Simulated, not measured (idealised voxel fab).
The process module presented herein is designated voxel transistor to metal.
Square cell edge 5 nm, section width 295 nm, ID cut.
The cross-sections in this document take the form of a grid made of square cells. They are written out as bands, in order from top to bottom. Each band consists of one or more rows of cells.
Heights first: top, then bottom, in nm. Then materials, left to right, each with a width in nm. "edge to edge" on a single material: fills the band edge to edge. "empty": empty space.
Heights are expressed relative to 0, this being the level below which the as-received wafer comprises one material exclusively. The lowest band is unbounded in the downward direction and is denoted as in "from 0 down".
Read "30->40" as a graded width: first number on top, second number at the bottom, same change between each pair of neighbouring rows.
The cross-section has no changed cell in any step marked "no modification".
In the "Fully sealed voids" entry, you get each enclosed empty space of 8 cells or more, one with no open way to the top, written width x height at distance, distance from the left edge, in nm.
If you see something after the settings on a step's line, that's the simulator's own remark about that step.
You can add "overlay nm" to a step's line. For a step with a mask, it describes how far the mask lay to the right of its planned position, and a negative number describes a lay to the left.
Listed below are the process steps as planned
1. RECEIVE [material Si]
2. CONFORMAL_DEP [material SiO2] [thk nm 5]
3. CONFORMAL_DEP [material SiN] [thk nm 15]
4. PATTERN [tone cover] [mask id ACTIVE] [material resist] [width nm 105] [pitch nm 135] [thk nm 15] [overlay nm 0]
5. DIRECTIONAL_ETCH [etch materials SiN] [depth nm 15]
6. DIRECTIONAL_ETCH [etch materials SiO2] [depth nm 5]
7. DIRECTIONAL_ETCH [etch materials Si] [depth nm 30]
8. STRIP [etch materials resist]
9. OXIDIZE [depth nm 5]
10. FILL_DEP [material SiO2] [thk nm 10]
11. CMP [height nm 20]
12. SELECTIVE_ETCH [etch materials SiO2] [depth nm 15]
13. STRIP [etch materials SiN]
14. SELECTIVE_ETCH [etch materials SiO2] [depth nm 5]
15. OXIDIZE [depth nm 5]
16. DIRECTIONAL_DEP [material polySi] [thk nm 25]
17. DIRECTIONAL_DEP [material SiCN] [thk nm 10]
18. MASKED_ETCH [tone cover] [mask id GATE] [width nm 25] [pitch nm 135] [etch materials SiCN] [depth nm 20] [overlay nm 0]
19. MASKED_ETCH [tone cover] [mask id GATE] [width nm 25] [pitch nm 135] [etch materials polySi] [depth nm 35] [overlay nm 0]
20. CONFORMAL_DEP [material SiO2] [thk nm 5]
21. DIRECTIONAL_ETCH [etch materials SiO2] [depth nm 5]
22. CONFORMAL_DEP [material SiN] [thk nm 10]
23. DIRECTIONAL_ETCH [etch materials SiN] [depth nm 10]
24. DIRECTIONAL_ETCH [etch materials SiO2] [depth nm 5]
25. DIRECTIONAL_ETCH [etch materials Si] [depth nm 15]
26. EPI [material nSi] [thk nm 15]
27. FILL_DEP [material SiO2] [thk nm 10]
28. CMP [height nm 35]
29. DIRECTIONAL_DEP [material SiO2] [thk nm 15]
30. DIRECTIONAL_DEP [material aC] [thk nm 15]
31. PATTERN [tone open] [mask id CONTACT] [material resist] [width nm 30] [thk nm 30] [overlay nm 0]
32. DIRECTIONAL_ETCH [etch materials aC] [depth nm 15]
33. STRIP [etch materials resist]
34. DIRECTIONAL_ETCH [etch materials SiO2] [depth nm 55]
35. STRIP [etch materials aC]
36. CONFORMAL_DEP [material TiN] [thk nm 5]
37. FILL_DEP [material W] [thk nm 5]
38. CMP [height nm 50]
39. DIRECTIONAL_DEP [material TiN] [thk nm 5]
40. DIRECTIONAL_DEP [material Ru] [thk nm 20]
41. PATTERN [tone cover] [mask id METAL_1] [material resist] [width nm 20] [thk nm 20] [overlay nm 0]
42. DIRECTIONAL_ETCH [etch materials Ru] [depth nm 20]
43. DIRECTIONAL_ETCH [etch materials TiN] [depth nm 5]
44. STRIP [etch materials resist]
45. CONFORMAL_DEP [material SiN] [thk nm 5]
46. FILL_DEP [material lowk] [thk nm 5]
47. CMP [height nm 75]
48. CONFORMAL_DEP [material SiCN] [thk nm 5]
49. DIRECTIONAL_DEP [material lowk] [thk nm 25]
50. DIRECTIONAL_DEP [material aC] [thk nm 15]
51. PATTERN [tone open] [mask id METAL_2] [material resist] [width nm 20] [pitch nm 135] [thk nm 35] [overlay nm 0]
52. DIRECTIONAL_ETCH [etch materials aC] [depth nm 15]
53. STRIP [etch materials resist]
54. DIRECTIONAL_ETCH [etch materials lowk] [depth nm 15]
55. STRIP [etch materials aC]
56. DIRECTIONAL_DEP [material aC] [thk nm 10]
57. PATTERN [tone open] [mask id METAL_2_HOLES] [material resist] [width nm 15] [pitch nm 135] [thk nm 25] [overlay nm 0]
58. DIRECTIONAL_ETCH [etch materials aC] [depth nm 10]
59. STRIP [etch materials resist]
60. DIRECTIONAL_ETCH [etch materials lowk] [depth nm 10]
61. DIRECTIONAL_ETCH [etch materials SiCN] [depth nm 5]
62. STRIP [etch materials aC]
63. CONFORMAL_DEP [material TiN] [thk nm 5]
64. FILL_DEP [material Cu] [thk nm 5]
65. CMP [height nm 105]
66. CONFORMAL_DEP [material SiCN] [thk nm 5]
As-received wafer cross-section (after step 1)
- from 0 down | Si edge to edge
- Fully sealed voids: none
Post-module cross-section of the first of two wafers (run per plan)
- from 110 to 105 | SiCN edge to edge
- from 105 to 95 | 30 lowk | 5 TiN | 10 Cu | 5 TiN | 115 lowk | 5 TiN | 10 Cu | 5 TiN | 110 lowk
- from 95 to 90 | 30 lowk | 5 TiN | 5 Cu | 10 TiN | 115 lowk | 5 TiN | 5 Cu | 10 TiN | 110 lowk
- from 90 to 80 | 30 lowk | 5 TiN | 5 Cu | 5 TiN | 120 lowk | 5 TiN | 5 Cu | 5 TiN | 115 lowk
- from 80 to 75 | 30 SiCN | 15 TiN | 120 SiCN | 15 TiN | 115 SiCN
- from 75 to 55 | 25 lowk | 5 SiN | 20 Ru | 5 SiN | 45 lowk | 5 SiN | 20 Ru | 5 SiN | 30 lowk | 5 SiN | 20 Ru | 5 SiN | 45 lowk | 5 SiN | 20 Ru | 5 SiN | 30 lowk
- from 55 to 50 | 30 SiN | 20 TiN | 55 SiN | 20 TiN | 40 SiN | 20 TiN | 55 SiN | 20 TiN | 35 SiN
- from 50 to 40 | 30 SiO2 | 5 TiN | 20 W | 5 TiN | 35 SiO2 | 5 TiN | 20 W | 5 TiN | 40 SiO2 | 5 TiN | 20 W | 5 TiN | 35 SiO2 | 5 TiN | 20 W | 5 TiN | 35 SiO2
- from 40 to 35 | 30 SiO2 | 5 TiN | 10 W | 15 TiN | 35 SiO2 | 15 TiN | 10 W | 5 TiN | 40 SiO2 | 5 TiN | 10 W | 15 TiN | 35 SiO2 | 15 TiN | 10 W | 5 TiN | 35 SiO2
- from 35 to 25 | 30 SiO2 | 5 TiN | 10 W | 5 TiN | 10 SiN | 5 SiO2 | 25 SiCN | 5 SiO2 | 10 SiN | 5 TiN | 10 W | 5 TiN | 40 SiO2 | 5 TiN | 10 W | 5 TiN | 10 SiN | 5 SiO2 | 25 SiCN | 5 SiO2 | 10 SiN | 5 TiN | 10 W | 5 TiN | 35 SiO2
- from 25 to 15 | 30 SiO2 | 5 TiN | 10 W | 5 TiN | 10 SiN | 5 SiO2 | 25 polySi | 5 SiO2 | 10 SiN | 5 TiN | 10 W | 5 TiN | 40 SiO2 | 5 TiN | 10 W | 5 TiN | 10 SiN | 5 SiO2 | 25 polySi | 5 SiO2 | 10 SiN | 5 TiN | 10 W | 5 TiN | 35 SiO2
- from 15 to 10 | 30 SiO2 | 20 TiN | 10 SiN | 5 SiO2 | 25 polySi | 5 SiO2 | 10 SiN | 20 TiN | 40 SiO2 | 20 TiN | 10 SiN | 5 SiO2 | 25 polySi | 5 SiO2 | 10 SiN | 20 TiN | 35 SiO2
- from 10 to 0 | 30 SiO2 | 5 TiN | 15 nSi | 10 SiN | 5 SiO2 | 25 polySi | 5 SiO2 | 10 SiN | 15 nSi | 5 TiN | 40 SiO2 | 5 TiN | 15 nSi | 10 SiN | 5 SiO2 | 25 polySi | 5 SiO2 | 10 SiN | 15 nSi | 5 TiN | 35 SiO2
- from 0 to -5 | 30 SiO2 | 5 TiN | 15 nSi | 55 SiO2 | 15 nSi | 5 TiN | 40 SiO2 | 5 TiN | 15 nSi | 55 SiO2 | 15 nSi | 5 TiN | 35 SiO2
- from -5 to -20 | 30 SiO2 | 20 nSi | 55 Si | 20 nSi | 40 SiO2 | 20 nSi | 55 Si | 20 nSi | 35 SiO2
- from -20 to -35 | 30 SiO2 | 95 Si | 40 SiO2 | 95 Si | 35 SiO2
- from -35 down | Si edge to edge
- Fully sealed voids: none
second wafer at the end: like start, like plan, one mistake
- from 110 to 105 | SiCN edge to edge
- from 105 to 95 | 30 lowk | 5 TiN | 10 Cu | 5 TiN | 115 lowk | 5 TiN | 10 Cu | 5 TiN | 110 lowk
- from 95 to 90 | 30 lowk | 5 TiN | 5 Cu | 10 TiN | 115 lowk | 5 TiN | 5 Cu | 10 TiN | 110 lowk
- from 90 to 80 | 30 lowk | 5 TiN | 5 Cu | 5 TiN | 120 lowk | 5 TiN | 5 Cu | 5 TiN | 115 lowk
- from 80 to 75 | 30 SiCN | 15 TiN | 120 SiCN | 15 TiN | 115 SiCN
- from 75 to 55 | 25 lowk | 5 SiN | 20 Ru | 5 SiN | 45 lowk | 5 SiN | 20 Ru | 5 SiN | 30 lowk | 5 SiN | 20 Ru | 5 SiN | 45 lowk | 5 SiN | 20 Ru | 5 SiN | 30 lowk
- from 55 to 50 | 30 SiN | 20 TiN | 55 SiN | 20 TiN | 40 SiN | 20 TiN | 55 SiN | 20 TiN | 35 SiN
- from 50 to 40 | 30 SiO2 | 5 TiN | 20 W | 5 TiN | 35 SiO2 | 5 TiN | 20 W | 5 TiN | 40 SiO2 | 5 TiN | 20 W | 5 TiN | 35 SiO2 | 5 TiN | 20 W | 5 TiN | 35 SiO2
- from 40 to 35 | 30 SiO2 | 5 TiN | 10 W | 15 TiN | 35 SiO2 | 15 TiN | 10 W | 5 TiN | 40 SiO2 | 5 TiN | 10 W | 15 TiN | 35 SiO2 | 15 TiN | 10 W | 5 TiN | 35 SiO2
- from 35 to 25 | 30 SiO2 | 5 TiN | 10 W | 5 TiN | 10 SiN | 5 SiO2 | 25 SiCN | 5 SiO2 | 10 SiN | 5 TiN | 10 W | 5 TiN | 40 SiO2 | 5 TiN | 10 W | 5 TiN | 10 SiN | 5 SiO2 | 25 SiCN | 5 SiO2 | 10 SiN | 5 TiN | 10 W | 5 TiN | 35 SiO2
- from 25 to 15 | 30 SiO2 | 5 TiN | 10 W | 5 TiN | 10 SiN | 5 SiO2 | 25 polySi | 5 SiO2 | 10 SiN | 5 TiN | 10 W | 5 TiN | 40 SiO2 | 5 TiN | 10 W | 5 TiN | 10 SiN | 5 SiO2 | 25 polySi | 5 SiO2 | 10 SiN | 5 TiN | 10 W | 5 TiN | 35 SiO2
- from 15 to 10 | 30 SiO2 | 20 TiN | 10 SiN | 5 SiO2 | 25 polySi | 5 SiO2 | 10 SiN | 20 TiN | 40 SiO2 | 20 TiN | 10 SiN | 5 SiO2 | 25 polySi | 5 SiO2 | 10 SiN | 20 TiN | 35 SiO2
- from 10 to 0 | 30 SiO2 | 5 TiN | 15 nSi | 10 SiN | 5 SiO2 | 25 polySi | 5 SiO2 | 10 SiN | 15 nSi | 5 TiN | 40 SiO2 | 5 TiN | 15 nSi | 10 SiN | 5 SiO2 | 25 polySi | 5 SiO2 | 10 SiN | 15 nSi | 5 TiN | 35 SiO2
- from 0 to -5 | 30 SiO2 | 5 TiN | 15 nSi | 55 SiO2 | 15 nSi | 5 TiN | 40 SiO2 | 5 TiN | 15 nSi | 55 SiO2 | 15 nSi | 5 TiN | 35 SiO2
- from -5 to -10 | 35 SiO2 | 15 nSi | 55 Si | 15 nSi | 50 SiO2 | 15 nSi | 55 Si | 15 nSi | 40 SiO2
- from -10 to -25 | 30 SiO2 | 20 nSi | 55 Si | 20 nSi | 40 SiO2 | 20 nSi | 55 Si | 20 nSi | 35 SiO2
- from -25 to -35 | 30 SiO2 | 95 Si | 40 SiO2 | 95 Si | 35 SiO2
- from -35 down | Si edge to edge
- Fully sealed voids: none
Plan not followed: step 25 did not use the planned setting and instead ran as DIRECTIONAL_ETCH [etch materials Si] [depth nm 20]
Looking at both finished wafers in cells, the second ends up ahead of or behind the first on some materials: -16 Si | +4 SiO2 | +12 nSi
